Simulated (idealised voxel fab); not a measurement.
Documented hereafter: the process module known as voxel air gaps.
Square cells of 5 nm make up the cross-section cut, whose width is 165 nm.
If you're reading a cross-section in this doc, picture square cells in a grid; it comes to you as bands, top ones listed first down to the bottom, and a band can be one or more rows of cells.
What a band's entry tells you: where the top is and where the bottom is, as heights in nm, and after that what lies inside, material by material from left to right, each with its width in nm. Empty space is written as the word "air", and a single material marked with the word "all across" occupies the band from edge to edge.
Convention: height 0 is the level below which the wafer, as received, is all one material. The lowest band does not terminate at the bottom but continues downward, represented as "from 0 down".
Width "30..40": first value at the band's top row of cells, second value at its bottom row, equal change from row to row.
You'll sometimes find "identical to before" written for a step, and that's the way of saying that nowhere in the cross-section did a cell change during that step.
"Trapped void list" specifies each empty space that is not open to the top and that occupies no fewer than 8 cells, using the form width x height at distance, the distance measured from the left edge and all three quantities in nm.
Anything after a step's settings on that line? It's the simulator's own note about the step.
The optional step-line setting "overlay nm" applies to steps with a mask and quantifies how far to the right of its planned location the mask lay, a negative value indicating leftward placement.

[Here's what the planned process steps look like]
| 1 | RECEIVE (material Si) |
| 2 | CONFORMAL_DEP (material SiO2; thk nm 15) |
| 3 | CONFORMAL_DEP (material SiCN; thk nm 5) |
| 4 | DIRECTIONAL_DEP (material SiO2; thk nm 30) |
| 5 | DIRECTIONAL_DEP (material aC; thk nm 10) |
| 6 | PATTERN (tone open; mask id LINES; material resist; width nm 15; pitch nm 40; thk nm 25; overlay nm 0) |
| 7 | DIRECTIONAL_ETCH (etch materials aC; depth nm 10) |
| 8 | STRIP (etch materials resist) |
| 9 | DIRECTIONAL_ETCH (etch materials SiO2; depth nm 30) |
| 10 | STRIP (etch materials aC) |
| 11 | CONFORMAL_DEP (material TiN; thk nm 5) |
| 12 | FILL_DEP (material W; thk nm 10) |
| 13 | CMP (height nm 50) |
| 14 | EPI (material Ru; thk nm 10) |
| 15 | SELECTIVE_ETCH (etch materials SiO2; depth nm 40) |
| 16 | CONFORMAL_DEP (material SiCN; thk nm 5) |

[As-received state of the wafer in cross-section, equivalent to post-step 1]
> from 0 down  Si all across
> Trapped void list: none

[Here's the cross-section of the first of our two wafers at the end of the module - it ran as planned]
> from 65 to 60  20 nm air | 125 nm SiCN | 20 nm air
> from 60 to 50  20 nm air | 5 nm SiCN | 35 nm Ru | 5 nm SiCN | 35 nm Ru | 5 nm SiCN | 35 nm Ru | 5 nm SiCN | 20 nm air
> from 50 to 45  20 nm air | 15 nm SiCN | 5 nm TiN | 5 nm W | 5 nm TiN | 25 nm SiCN | 5 nm TiN | 5 nm W | 5 nm TiN | 25 nm SiCN | 5 nm TiN | 5 nm W | 5 nm TiN | 15 nm SiCN | 20 nm air
> from 45 to 25  30 nm air | 5 nm SiCN | 5 nm TiN | 5 nm W | 5 nm TiN | 5 nm SiCN | 15 nm air | 5 nm SiCN | 5 nm TiN | 5 nm W | 5 nm TiN | 5 nm SiCN | 15 nm air | 5 nm SiCN | 5 nm TiN | 5 nm W | 5 nm TiN | 5 nm SiCN | 30 nm air
> from 25 to 20  35 nm SiCN | 15 nm TiN | 25 nm SiCN | 15 nm TiN | 25 nm SiCN | 15 nm TiN | 35 nm SiCN
> from 20 to 15  SiCN all across
> from 15 to 0  SiO2 all across
> from 0 down  Si all across
> Trapped void list: 15 x 20 at 55; 15 x 20 at 95

[Wafer two, end of module, cross-section. Same start, same plan as wafer one. One mistake in the run]
> from 75 to 70  10 nm air | 145 nm SiCN | 10 nm air
> from 70 to 50  10 nm air | 5 nm SiCN | 135 nm Ru | 5 nm SiCN | 10 nm air
> from 50 to 45  10 nm air | 25 nm SiCN | 5 nm TiN | 5 nm W | 5 nm TiN | 25 nm SiO2 | 5 nm TiN | 5 nm W | 5 nm TiN | 25 nm SiO2 | 5 nm TiN | 5 nm W | 5 nm TiN | 25 nm SiCN | 10 nm air
> from 45 to 25  30 nm air | 5 nm SiCN | 5 nm TiN | 5 nm W | 5 nm TiN | 25 nm SiO2 | 5 nm TiN | 5 nm W | 5 nm TiN | 25 nm SiO2 | 5 nm TiN | 5 nm W | 5 nm TiN | 5 nm SiCN | 30 nm air
> from 25 to 20  35 nm SiCN | 15 nm TiN | 25 nm SiO2 | 15 nm TiN | 25 nm SiO2 | 15 nm TiN | 35 nm SiCN
> from 20 to 15  SiCN all across
> from 15 to 0  SiO2 all across
> from 0 down  Si all across
> Trapped void list: none
What was the processing mistake? plan step 14 was twice executed
Final comparison by cell count, materials where the second wafer has more or fewer than the first: Ru +66 | SiCN -28 | SiO2 +60
Closed void count at end of process - first wafer: 2; second wafer: 0.
